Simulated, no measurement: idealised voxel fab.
This is a process module. Its name is voxel quadruple lines.
255 nm wide, 5 nm square cells: that's cross-section cut.
For the purposes of this document, a cross-section shall be understood as a grid of square cells, specified as bands listed in top-to-bottom order, each band consisting of one or more rows of cells. Top, bottom (nm), then materials left to right with widths (nm); lone material tagged "edge to edge" fills the whole band edge to edge; "blank" = empty space. Note: height 0 marks the level under which the wafer is uniformly one material as received. Lowest band unbounded below, written "0 and below". Quick explanation for "30 to 40": the width changes in equal steps down the rows of cells, from the first number in the band's top row to the second number in its bottom row. No cell of the cross-section changed in a step that is given as "nothing got changed". "Fully sealed cavities" - sealed voids, min. 8 cells, no opening to top; format: width x height at distance (distance from left edge; nm throughout). Heads up: the bit after the settings on a step's line is the simulator's remark on that step. Among the settings permitted on a step's line is "overlay nm"; applied to a step with a mask, it specifies the extent to which the mask lay to the right of its planned position, whereas a negative figure signifies a position to the left.
-- Planned step list for the process
1) RECEIVE [material Si]
2) CONFORMAL_DEP [material SiO2] [thk nm 10]
3) DIRECTIONAL_DEP [material Ru] [thk nm 10]
4) DIRECTIONAL_DEP [material polySi] [thk nm 20]
5) DIRECTIONAL_DEP [material aC] [thk nm 20]
6) PATTERN [tone cover] [mask id MANDREL] [material resist] [width nm 25] [thk nm 30] [overlay nm 0]
7) DIRECTIONAL_ETCH [etch materials aC] [depth nm 20]
8) STRIP [etch materials resist]
9) CONFORMAL_DEP [material SiO2] [thk nm 15]
10) DIRECTIONAL_ETCH [etch materials SiO2] [depth nm 15]
11) STRIP [etch materials aC]
12) DIRECTIONAL_ETCH [etch materials polySi] [depth nm 20]
13) STRIP [etch materials SiO2]
14) CONFORMAL_DEP [material SiCN] [thk nm 10]
15) DIRECTIONAL_ETCH [etch materials SiCN] [depth nm 10]
16) STRIP [etch materials polySi]
17) DIRECTIONAL_ETCH [etch materials Ru] [depth nm 10]
18) STRIP [etch materials SiCN]
19) FILL_DEP [material lowk] [thk nm 5]
20) CMP [height nm 20]
Keep in mind the plan's value for the width nm of step 6 comes from the first wafer; the wafers don't share that setting, but they do share the same starting point.
-- First wafer of several, as received: cross-section after step 1
    0 and below  Si edge to edge
    Fully sealed cavities: none
-- Depicted here is the first of several wafers in cross-section, at module completion following the last step, step 20
    20 down to 10  90 of lowk, 10 of Ru, 15 of lowk, 10 of Ru, 5 of lowk, 10 of Ru, 15 of lowk, 10 of Ru, 90 of lowk
    10 down to 0  SiO2 edge to edge
    0 and below  Si edge to edge
    Fully sealed cavities: none
-- Cross-section at module completion, last wafer
    20 down to 10  80 of lowk, 10 of Ru, 15 of lowk, 10 of Ru, 30 of lowk, 10 of Ru, 15 of lowk, 10 of Ru, 75 of lowk
    10 down to 0  SiO2 edge to edge
    0 and below  Si edge to edge
    Fully sealed cavities: none
-- For your reference, the table is organized with a row per wafer; each row reflects the wafer at the end of the module, indicating for each material the cells gained (+) or lost (-) since receipt, and thereafter its closed voids
width nm 25; +16 Ru; +102 SiO2; +86 lowk; Fully sealed cavities: none
width nm 30; +16 Ru; +102 SiO2; +86 lowk; Fully sealed cavities: none
width nm 35; +16 Ru; +102 SiO2; +86 lowk; Fully sealed cavities: none
width nm 40; +16 Ru; +102 SiO2; +86 lowk; Fully sealed cavities: none
width nm 45; +16 Ru; +102 SiO2; +86 lowk; Fully sealed cavities: none
width nm 50; +16 Ru; +102 SiO2; +86 lowk; Fully sealed cavities: none
